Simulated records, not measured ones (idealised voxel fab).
This is a process module. Its name is voxel self aligned contacts.
This is section cut - it's 160 nm across, gridded in 5 nm square cells.
When this document writes out a cross-section, it uses a grid of square cells and lists it as bands, beginning at the top and moving down, with a band standing for one or more rows of cells. Top height, bottom height, nm. Materials left to right, width each, nm. Single material + "all across" = fills band edge to edge. "blank" = empty. Note: height 0 marks the level under which the wafer is uniformly one material as received. Lowest band unbounded below, written "top 0, no bottom". Think of "30..40" as a width that walks from the first number to the second as you go down the band, top row to bottom row, taking equal-sized steps from row to row. When a step is marked "no change", none of the cells in the cross-section changed during that step. Look at "Completely sealed voids" for the closed voids: empty spaces with no open path to the top, sized 8 cells or up. Each is width x height at distance, distance from the left edge, all nm. Past the settings on a step's line: simulator remark, on that step. overlay nm: mask offset rightward from planned place, masked step; negative means leftward offset.

So here's the lineup of process steps we planned
step 1: RECEIVE | material Si
step 2: OXIDIZE | depth nm 5
step 3: DIRECTIONAL_DEP | material polySi | thk nm 25
step 4: DIRECTIONAL_DEP | material SiN | thk nm 20
step 5: PATTERN | tone cover | mask id GATE | material resist | width nm 35 | pitch nm 70 | thk nm 15 | overlay nm 0
step 6: DIRECTIONAL_ETCH | etch materials SiN | depth nm 20
step 7: DIRECTIONAL_ETCH | etch materials polySi | depth nm 25
step 8: STRIP | etch materials resist
step 9: CONFORMAL_DEP | material SiN | thk nm 5
step 10: DIRECTIONAL_ETCH | etch materials SiN | depth nm 5
step 11: FILL_DEP | material SiO2 | thk nm 15
step 12: CMP | height nm 50
step 13: PATTERN | tone open | mask id CONTACT | material resist | width nm 45 | thk nm 15 | overlay nm 0
step 14: DIRECTIONAL_ETCH | etch materials SiO2 | depth nm 55
step 15: STRIP | etch materials resist
step 16: CONFORMAL_DEP | material TiN | thk nm 5
step 17: FILL_DEP | material Ru | thk nm 10
step 18: CMP | height nm 50
step 19: CONFORMAL_DEP | material SiN | thk nm 5

Received-state cross-section, reflecting completion of step 1
	top 0, no bottom | Si all across
	Completely sealed voids: none

Look at the cross-section after the module: the wafer started out the way shown above and the plan was the one shown above, yet one mistake was made along the way
	top 55, bottom 50 | SiN all across
	top 50, bottom 30 | SiO2 20 nm / SiN 5 nm / polySi 35 nm / SiN 5 nm / TiN 5 nm / Ru 15 nm / TiN 5 nm / SiN 5 nm / polySi 35 nm / SiN 5 nm / SiO2 25 nm
	top 30, bottom 25 | SiO2 20 nm / SiN 5 nm / polySi 35 nm / SiN 5 nm / TiN 25 nm / SiN 5 nm / polySi 35 nm / SiN 5 nm / SiO2 25 nm
	top 25, bottom 0 | polySi all across
	top 0, bottom -5 | SiO2 all across
	top -5, no bottom | Si all across
	Completely sealed voids: none
What was done differently from what was planned? step 3 of the plan was twice carried out
